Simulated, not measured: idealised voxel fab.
Presented below is a process module, voxel trench capacitor.
FYI the section here is cut, 230 nm wide, cells are 5 nm squares.
Cross-section layout: square cells on a grid; listed as bands, top to bottom; a band spans one or more cell rows. Band: top and bottom heights (nm) first, top before bottom; then materials from left to right, widths in nm. "full width" marks a sole material filling the band edge to edge. "air" denotes empty space. Heights from 0 (as-received wafer is one material below). Bottom band endless downward, as "0 and below". It should be noted that a width expressed as "30->40" varies in equal increments from row to row of cells within the band, taking the value of the first number at the top row and that of the second number at the bottom row. When a step is marked "no change", none of the cells in the cross-section changed during that step. Under "Closed void table" you'll find the enclosed gaps, the ones with no way out to the top, that are 8 cells or bigger; each reads width x height at distance, with distance counted from the left edge, everything in nm. What comes after the settings on a step's line is commentary from the simulator itself on that step. overlay nm: step with mask; distance mask lay right of planned place; negative value = left of planned place.
[This section lists the process steps that were planned]
step 1: RECEIVE | material Si
step 2: CONFORMAL_DEP | material SiN | thk nm 5
step 3: DIRECTIONAL_DEP | material aC | thk nm 15
step 4: PATTERN | tone open | mask id TRENCH | material resist | width nm 20 | pitch nm 40 | thk nm 30 | overlay nm 0
step 5: DIRECTIONAL_ETCH | etch materials aC | depth nm 15
step 6: STRIP | etch materials resist
step 7: DIRECTIONAL_ETCH | etch materials SiN | depth nm 5
step 8: DIRECTIONAL_ETCH | etch materials Si | depth nm 25
step 9: STRIP | etch materials aC
step 10: CONFORMAL_DEP | material SiO2 | thk nm 5
step 11: FILL_DEP | material polySi | thk nm 10
step 12: CMP | height nm 5
[Cross-section: wafer on arrival = after step 1]
  0 and below  Si full width
  Closed void table: none
[Wafer cross-section at module end: first of two, run to plan]
  5 down to 0  85 of SiN; 5 of SiO2; 10 of polySi; 5 of SiO2; 20 of SiN; 5 of SiO2; 10 of polySi; 5 of SiO2; 85 of SiN
  0 down to -20  85 of Si; 5 of SiO2; 10 of polySi; 5 of SiO2; 20 of Si; 5 of SiO2; 10 of polySi; 5 of SiO2; 85 of Si
  -20 down to -25  85 of Si; 20 of SiO2; 20 of Si; 20 of SiO2; 85 of Si
  -25 and below  Si full width
  Closed void table: none
[Wafer two, sectioned after the module: the first wafer's start, the first wafer's plan, and one mistake in how it was run]
  5 down to 0  80 of polySi; 5 of SiO2; 20 of SiN; 5 of SiO2; 10 of polySi; 5 of SiO2; 20 of SiN; 5 of SiO2; 80 of polySi
  0 down to -20  80 of polySi; 5 of SiO2; 20 of Si; 5 of SiO2; 10 of polySi; 5 of SiO2; 20 of Si; 5 of SiO2; 80 of polySi
  -20 down to -25  85 of SiO2; 20 of Si; 20 of SiO2; 20 of Si; 85 of SiO2
  -25 and below  Si full width
  Closed void table: none
Against the plan, the run slipped here: step 4 off recipe, ran as PATTERN | tone cover | mask id TRENCH | material resist | width nm 20 | pitch nm 40 | thk nm 30 | overlay nm 0
Per the end-of-run cell counts, the second wafer holds more or fewer of some materials than the first: 150 fewer of Si; 30 fewer of SiN; 30 more of SiO2; 150 more of polySi
